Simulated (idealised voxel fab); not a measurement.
This section sets out a process module, namely voxel tone inversion.
cross-section cut | 275 nm wide | cells 5 nm
Bands, listed from the top down, are how a cross-section gets written in this document; the cross-section itself is a grid of square cells, and a band is one or more rows of them.
Top, bottom (nm), then materials left to right with widths (nm); lone material tagged "everywhere" fills the whole band edge to edge; "empty" = empty space.
We count height from 0. Below that, the starting wafer is all one material. The lowest band never ends at the bottom but goes on down; see "0 down" for how that is written.
A two-number width, for instance "30->40", indicates that the width is equal to the first number in the top row of the band and to the second number in the bottom row, and that it changes by a constant amount per row of cells.
"all unchanged" for a step: no cell of the cross-section changed in that step.
"Closed voids list" means: voids of 8 cells or more that are shut off from the top with no open way through. Written width x height at distance, distance from the left edge, in nm.
Formally, on a step line, whatever follows the settings is a remark that the simulator itself makes on the step.
The setting "overlay nm" may be written on the line of a step. When the step uses a mask, the value reports how far to the right of the planned place the mask lay, and a negative value reports that it lay to the left.
So here's the lineup of process steps we planned:
1: RECEIVE with material Si
2: CONFORMAL_DEP with material SiN, thk nm 10
3: DIRECTIONAL_DEP with material aC, thk nm 15
4: PATTERN with tone cover, mask id POSTS, material resist, width nm 25, pitch nm 45, thk nm 20, overlay nm 0
5: DIRECTIONAL_ETCH with etch materials aC, depth nm 15
6: STRIP with etch materials resist
7: FILL_DEP with material SiO2, thk nm 5
8: CMP with height nm 25
9: STRIP with etch materials aC
10: CONFORMAL_DEP with material TiN, thk nm 5
11: FILL_DEP with material Cu, thk nm 5
12: CMP with height nm 25
13: CONFORMAL_DEP with material SiN, thk nm 5
On the first of the two wafers: run conducted according to plan:
Cross-section of the wafer upon arrival, representing the state reached after step 1:
	0 down | Si everywhere
	Closed voids list: none
Cross-section through the wafer, step 2 finished:
	10 to 0 | SiN everywhere
	All layers under 0 are left as they were.
Cross-section through the wafer, step 3 finished:
	25 to 10 | aC everywhere
	All layers under 10 are left as they were.
Cross-section through the wafer, step 4 finished:
	45 to 25 | 55 of empty  25 of resist  20 of empty  25 of resist  20 of empty  25 of resist  20 of empty  25 of resist  60 of empty
	All layers under 25 are left as they were.
Cross-section through the wafer, step 5 finished:
	30 to 25 | 55 of empty  25 of resist  20 of empty  25 of resist  20 of empty  25 of resist  20 of empty  25 of resist  60 of empty
	25 to 10 | 55 of empty  25 of aC  20 of empty  25 of aC  20 of empty  25 of aC  20 of empty  25 of aC  60 of empty
	All layers under 10 are left as they were.
Cross-section through the wafer, step 6 finished:
	25 to 10 | 55 of empty  25 of aC  20 of empty  25 of aC  20 of empty  25 of aC  20 of empty  25 of aC  60 of empty
	All layers under 10 are left as they were.
Cross-section through the wafer, step 7 finished:
	30 to 25 | SiO2 everywhere
	25 to 10 | 55 of SiO2  25 of aC  20 of SiO2  25 of aC  20 of SiO2  25 of aC  20 of SiO2  25 of aC  60 of SiO2
	All layers under 10 are left as they were.
Cross-section through the wafer, step 8 finished:
	25 to 10 | 55 of SiO2  25 of aC  20 of SiO2  25 of aC  20 of SiO2  25 of aC  20 of SiO2  25 of aC  60 of SiO2
	All layers under 10 are left as they were.
Cross-section through the wafer, step 9 finished:
	25 to 10 | 55 of SiO2  25 of empty  20 of SiO2  25 of empty  20 of SiO2  25 of empty  20 of SiO2  25 of empty  60 of SiO2
	All layers under 10 are left as they were.
Cross-section through the wafer, step 10 finished:
	30 to 25 | 60 of TiN  15 of empty  30 of TiN  15 of empty  30 of TiN  15 of empty  30 of TiN  15 of empty  65 of TiN
	25 to 15 | 55 of SiO2  5 of TiN  15 of empty  5 of TiN  20 of SiO2  5 of TiN  15 of empty  5 of TiN  20 of SiO2  5 of TiN  15 of empty  5 of TiN  20 of SiO2  5 of TiN  15 of empty  5 of TiN  60 of SiO2
	15 to 10 | 55 of SiO2  25 of TiN  20 of SiO2  25 of TiN  20 of SiO2  25 of TiN  20 of SiO2  25 of TiN  60 of SiO2
	All layers under 10 are left as they were.
Cross-section through the wafer, step 11 finished:
	35 to 30 | Cu everywhere
	30 to 25 | 60 of TiN  15 of Cu  30 of TiN  15 of Cu  30 of TiN  15 of Cu  30 of TiN  15 of Cu  65 of TiN
	25 to 15 | 55 of SiO2  5 of TiN  15 of Cu  5 of TiN  20 of SiO2  5 of TiN  15 of Cu  5 of TiN  20 of SiO2  5 of TiN  15 of Cu  5 of TiN  20 of SiO2  5 of TiN  15 of Cu  5 of TiN  60 of SiO2
	All layers under 15 are left as they were.
Cross-section through the wafer, step 12 finished:
	25 to 15 | 55 of SiO2  5 of TiN  15 of Cu  5 of TiN  20 of SiO2  5 of TiN  15 of Cu  5 of TiN  20 of SiO2  5 of TiN  15 of Cu  5 of TiN  20 of SiO2  5 of TiN  15 of Cu  5 of TiN  60 of SiO2
	All layers under 15 are left as they were.
Cross-section through the wafer, step 13 finished:
	30 to 25 | SiN everywhere
	All layers under 25 are left as they were.
Okay, second wafer. Nothing different at the start, nothing different in the plan, just one mistake somewhere in the running. As far as step 1, counting that step, it's the first wafer all over again:
Second wafer, cut view, end of step 2 per plan:
	15 to 0 | aC everywhere
	All layers under 0 are left as they were.
Second wafer, cut view, end of step 3 per plan:
	25 to 15 | SiN everywhere
	All layers under 15 are left as they were.
Second wafer, cut view, end of step 4 per plan:
	45 to 25 | 55 of empty  25 of resist  20 of empty  25 of resist  20 of empty  25 of resist  20 of empty  25 of resist  60 of empty
	All layers under 25 are left as they were.
Second wafer, cut view, end of step 5 per plan:
	30 to 25 | 55 of empty  25 of resist  20 of empty  25 of resist  20 of empty  25 of resist  20 of empty  25 of resist  60 of empty
	All layers under 25 are left as they were.
Second wafer, cut view, end of step 6 per plan:
	25 to 15 | SiN everywhere
	All layers under 15 are left as they were.
Second wafer, cut view, end of step 7 per plan:
	30 to 25 | SiO2 everywhere
	All layers under 25 are left as they were.
Second wafer, cut view, end of step 8 per plan:
	25 to 15 | SiN everywhere
	All layers under 15 are left as they were.
Second wafer, cut view, end of step 9 per plan: all unchanged
Second wafer, cut view, end of step 10 per plan:
	30 to 25 | TiN everywhere
	All layers under 25 are left as they were.
Second wafer, cut view, end of step 11 per plan:
	35 to 30 | Cu everywhere
	All layers under 30 are left as they were.
Second wafer, cut view, end of step 12 per plan:
	25 to 15 | SiN everywhere
	All layers under 15 are left as they were.
Second wafer, cut view, end of step 13 per plan:
	30 to 15 | SiN everywhere
	All layers under 15 are left as they were.
Here's what went sideways: the intended sequence of steps 2 and 3 was reversed during processing, with each occupying the position of the other
Once processing is complete, comparing cell counts shows that the second wafer has more or fewer of certain materials than the first: Cu -24, SiO2 -105, TiN -36, aC +165
